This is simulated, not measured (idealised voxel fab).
Process module under the name voxel air gaps
240 nm wide, 5 nm square cells: that's cross-section cut.
For the purposes of this document, a cross-section shall be understood as a grid of square cells, specified as bands listed in top-to-bottom order, each band consisting of one or more rows of cells.
It is stipulated that each band's entry specify, in nanometres, the height of the top of the band and then that of its bottom, followed by the materials of the band in left-to-right sequence, each together with its width in nanometres. A single material marked by the word "all across" is understood to fill the band from edge to edge; the word "blank" is understood to denote empty space.
Heads up on the height convention: 0 is the point under which the incoming wafer is all one material, and the lowest band has no bottom, it just keeps going down, like "z 0 and below".
The notation "30 to 40" denotes a width that varies across the rows of cells in the band, beginning at the first number in the top row, finishing at the second number in the bottom row, and changing by an identical amount from each row to the next.
"same as before" -> step changed no cross-section cell.
Basically, "Completely sealed voids" tells you about the enclosed voids: empty spaces with no open way to the top, 8 cells or bigger, each written width x height at distance, where distance is from the left edge, all in nm.
Post-settings text on a step line: simulator's own remark regarding the step.
What "overlay nm" on a step's line means: if the step has a mask, that mask lay this far to the right of its planned place, or, when the value is negative, to the left.
These are the steps we planned for the process
1,RECEIVE | material Si
2,CONFORMAL_DEP | material SiO2 | thk nm 15
3,CONFORMAL_DEP | material SiCN | thk nm 5
4,DIRECTIONAL_DEP | material SiO2 | thk nm 30
5,PATTERN | tone open | mask id LINES | material resist | width nm 20 | pitch nm 45 | thk nm 20 | overlay nm 0
6,DIRECTIONAL_ETCH | etch materials SiO2 | depth nm 30
7,STRIP | etch materials resist
8,CONFORMAL_DEP | material TiN | thk nm 5
9,FILL_DEP | material W | thk nm 10
10,CMP | height nm 50
11,EPI | material Ru | thk nm 10
12,SELECTIVE_ETCH | etch materials SiO2 | depth nm 40
13,CONFORMAL_DEP | material SiCN | thk nm 5
On the first of the two wafers: run conducted according to plan
Step 1 complete: cross-section of the wafer as received
    z 0 and below = Si all across
    Completely sealed voids: none
after step 2
    z 15 to 0 = SiO2 all across
    At heights below 0, the structure remains unaltered.
after step 3
    z 20 to 15 = SiCN all across
    At heights below 15, the structure remains unaltered.
after step 4
    z 50 to 20 = SiO2 all across
    At heights below 20, the structure remains unaltered.
after step 5
    z 70 to 50 = resist (40) / blank (20) / resist (25) / blank (20) / resist (25) / blank (20) / resist (25) / blank (20) / resist (45)
    At heights below 50, the structure remains unaltered.
after step 6
    z 70 to 50 = resist (40) / blank (20) / resist (25) / blank (20) / resist (25) / blank (20) / resist (25) / blank (20) / resist (45)
    z 50 to 20 = SiO2 (40) / blank (20) / SiO2 (25) / blank (20) / SiO2 (25) / blank (20) / SiO2 (25) / blank (20) / SiO2 (45)
    At heights below 20, the structure remains unaltered.
after step 7
    z 50 to 20 = SiO2 (40) / blank (20) / SiO2 (25) / blank (20) / SiO2 (25) / blank (20) / SiO2 (25) / blank (20) / SiO2 (45)
    At heights below 20, the structure remains unaltered.
after step 8
    z 55 to 50 = TiN (45) / blank (10) / TiN (35) / blank (10) / TiN (35) / blank (10) / TiN (35) / blank (10) / TiN (50)
    z 50 to 25 = SiO2 (40) / TiN (5) / blank (10) / TiN (5) / SiO2 (25) / TiN (5) / blank (10) / TiN (5) / SiO2 (25) / TiN (5) / blank (10) / TiN (5) / SiO2 (25) / TiN (5) / blank (10) / TiN (5) / SiO2 (45)
    z 25 to 20 = SiO2 (40) / TiN (20) / SiO2 (25) / TiN (20) / SiO2 (25) / TiN (20) / SiO2 (25) / TiN (20) / SiO2 (45)
    At heights below 20, the structure remains unaltered.
after step 9
    z 65 to 55 = W all across
    z 55 to 50 = TiN (45) / W (10) / TiN (35) / W (10) / TiN (35) / W (10) / TiN (35) / W (10) / TiN (50)
    z 50 to 25 = SiO2 (40) / TiN (5) / W (10) / TiN (5) / SiO2 (25) / TiN (5) / W (10) / TiN (5) / SiO2 (25) / TiN (5) / W (10) / TiN (5) / SiO2 (25) / TiN (5) / W (10) / TiN (5) / SiO2 (45)
    At heights below 25, the structure remains unaltered.
after step 10
    z 50 to 25 = SiO2 (40) / TiN (5) / W (10) / TiN (5) / SiO2 (25) / TiN (5) / W (10) / TiN (5) / SiO2 (25) / TiN (5) / W (10) / TiN (5) / SiO2 (25) / TiN (5) / W (10) / TiN (5) / SiO2 (45)
    At heights below 25, the structure remains unaltered.
after step 11
    z 60 to 50 = blank (30) / Ru (40) / blank (5) / Ru (40) / blank (5) / Ru (40) / blank (5) / Ru (40) / blank (35)
    At heights below 50, the structure remains unaltered.
after step 12
    z 60 to 50 = blank (30) / Ru (40) / blank (5) / Ru (40) / blank (5) / Ru (40) / blank (5) / Ru (40) / blank (35)
    z 50 to 25 = blank (40) / TiN (5) / W (10) / TiN (5) / blank (25) / TiN (5) / W (10) / TiN (5) / blank (25) / TiN (5) / W (10) / TiN (5) / blank (25) / TiN (5) / W (10) / TiN (5) / blank (45)
    z 25 to 20 = blank (40) / TiN (20) / blank (25) / TiN (20) / blank (25) / TiN (20) / blank (25) / TiN (20) / blank (45)
    At heights below 20, the structure remains unaltered.
after step 13
    z 65 to 60 = blank (25) / SiCN (185) / blank (30)
    z 60 to 50 = blank (25) / SiCN (5) / Ru (40) / SiCN (5) / Ru (40) / SiCN (5) / Ru (40) / SiCN (5) / Ru (40) / SiCN (5) / blank (30)
    z 50 to 45 = blank (25) / SiCN (15) / TiN (5) / W (10) / TiN (5) / SiCN (25) / TiN (5) / W (10) / TiN (5) / SiCN (25) / TiN (5) / W (10) / TiN (5) / SiCN (25) / TiN (5) / W (10) / TiN (5) / SiCN (15) / blank (30)
    z 45 to 25 = blank (35) / SiCN (5) / TiN (5) / W (10) / TiN (5) / SiCN (5) / blank (15) / SiCN (5) / TiN (5) / W (10) / TiN (5) / SiCN (5) / blank (15) / SiCN (5) / TiN (5) / W (10) / TiN (5) / SiCN (5) / blank (15) / SiCN (5) / TiN (5) / W (10) / TiN (5) / SiCN (5) / blank (40)
    z 25 to 20 = SiCN (40) / TiN (20) / SiCN (25) / TiN (20) / SiCN (25) / TiN (20) / SiCN (25) / TiN (20) / SiCN (45)
    At heights below 20, the structure remains unaltered.
    Completely sealed voids: 15 x 20 at 65; 15 x 20 at 110; 15 x 20 at 155
The Second Wafer: Common Origin and Plan, One Mistake in Execution, Identical to the First Through Step 9
Second wafer, cross-section, planned end of step 10
    z 40 to 25 = SiO2 (40) / TiN (5) / W (10) / TiN (5) / SiO2 (25) / TiN (5) / W (10) / TiN (5) / SiO2 (25) / TiN (5) / W (10) / TiN (5) / SiO2 (25) / TiN (5) / W (10) / TiN (5) / SiO2 (45)
    At heights below 25, the structure remains unaltered.
Second wafer, cross-section, planned end of step 11
    z 50 to 40 = blank (30) / Ru (40) / blank (5) / Ru (40) / blank (5) / Ru (40) / blank (5) / Ru (40) / blank (35)
    At heights below 40, the structure remains unaltered.
Second wafer, cross-section, planned end of step 12
    z 50 to 40 = blank (30) / Ru (40) / blank (5) / Ru (40) / blank (5) / Ru (40) / blank (5) / Ru (40) / blank (35)
    z 40 to 25 = blank (40) / TiN (5) / W (10) / TiN (5) / blank (25) / TiN (5) / W (10) / TiN (5) / blank (25) / TiN (5) / W (10) / TiN (5) / blank (25) / TiN (5) / W (10) / TiN (5) / blank (45)
    z 25 to 20 = blank (40) / TiN (20) / blank (25) / TiN (20) / blank (25) / TiN (20) / blank (25) / TiN (20) / blank (45)
    At heights below 20, the structure remains unaltered.
Second wafer, cross-section, planned end of step 13
    z 55 to 50 = blank (25) / SiCN (185) / blank (30)
    z 50 to 40 = blank (25) / SiCN (5) / Ru (40) / SiCN (5) / Ru (40) / SiCN (5) / Ru (40) / SiCN (5) / Ru (40) / SiCN (5) / blank (30)
    z 40 to 35 = blank (25) / SiCN (15) / TiN (5) / W (10) / TiN (5) / SiCN (25) / TiN (5) / W (10) / TiN (5) / SiCN (25) / TiN (5) / W (10) / TiN (5) / SiCN (25) / TiN (5) / W (10) / TiN (5) / SiCN (15) / blank (30)
    z 35 to 25 = blank (35) / SiCN (5) / TiN (5) / W (10) / TiN (5) / SiCN (5) / blank (15) / SiCN (5) / TiN (5) / W (10) / TiN (5) / SiCN (5) / blank (15) / SiCN (5) / TiN (5) / W (10) / TiN (5) / SiCN (5) / blank (15) / SiCN (5) / TiN (5) / W (10) / TiN (5) / SiCN (5) / blank (40)
    z 25 to 20 = SiCN (40) / TiN (20) / SiCN (25) / TiN (20) / SiCN (25) / TiN (20) / SiCN (25) / TiN (20) / SiCN (45)
    At heights below 20, the structure remains unaltered.
What went wrong in running the wafer? not per plan at step 10, really ran CMP | height nm 40
Count the cells at the end and the second wafer has more or fewer of some materials than the first: SiCN -16, TiN -16, W -16
Quick summary for you: first wafer finishes at 3 closed voids, second at 0.
